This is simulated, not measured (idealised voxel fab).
The following is a process module called voxel released beams.
We display cut, a cross-section 285 nm in width whose square cells are each 5 nm.
Cross-section format: a grid of square cells, given as bands from top to bottom; each band is one or more rows of cells.
A band entry consists of two parts. The first gives the height of the band's top and the height of its bottom, in nm. The rest lists the band's materials from left to right, each with its width in nm. A single material labelled with the word "everywhere" fills the band from edge to edge, and the word "empty" marks empty space.
Note: height 0 marks the level under which the wafer is uniformly one material as received. Lowest band unbounded below, written "0 and below".
With a width like "30->40", each row of cells in the band differs from the next by the same amount, the top row carrying the first number and the bottom row the second.
No cell of the cross-section changed in a step that is given as "no alterations made".
Basically, "closed voids" tells you about the enclosed voids: empty spaces with no open way to the top, 8 cells or bigger, each written width x height at distance, where distance is from the left edge, all in nm.
Note: text after step settings on the step line = simulator remark on that step.
overlay nm: how far to the right of its planned place the mask lay on this masked step (negative: to the left).

Set out below are the planned steps of the process
1) RECEIVE (material Si)
2) CONFORMAL_DEP (material Al2O3; thk nm 5)
3) DIRECTIONAL_DEP (material SiO2; thk nm 20)
4) MASKED_ETCH (tone open; mask id ANCHOR; width nm 35; etch materials SiO2; depth nm 20; overlay nm 0)
5) CONFORMAL_DEP (material polySi; thk nm 15)
6) MASKED_ETCH (tone cover; mask id BEAM; width nm 90; etch materials polySi; depth nm 15; overlay nm 0)
7) STRIP (etch materials SiO2)

Cross-section, incoming material, after step 1
	0 and below = Si everywhere
	closed voids: none

Here's the wafer cut in cross-section after the module, started and planned just like above, except one thing was done wrong in the run
	40 down to 25 = empty: 95; polySi: 10; empty: 5; polySi: 75; empty: 100
	25 down to 20 = empty: 90; polySi: 15; empty: 5; polySi: 15; empty: 160
	20 down to 5 = empty: 90; polySi: 35; empty: 160
	5 down to 0 = Al2O3 everywhere
	0 and below = Si everywhere
	closed voids: none
Where did the run depart from the plan? step 4 was processed under conditions differing from the plan, specifically as MASKED_ETCH (tone open; mask id ANCHOR; width nm 35; etch materials SiO2; depth nm 20; overlay nm -10)
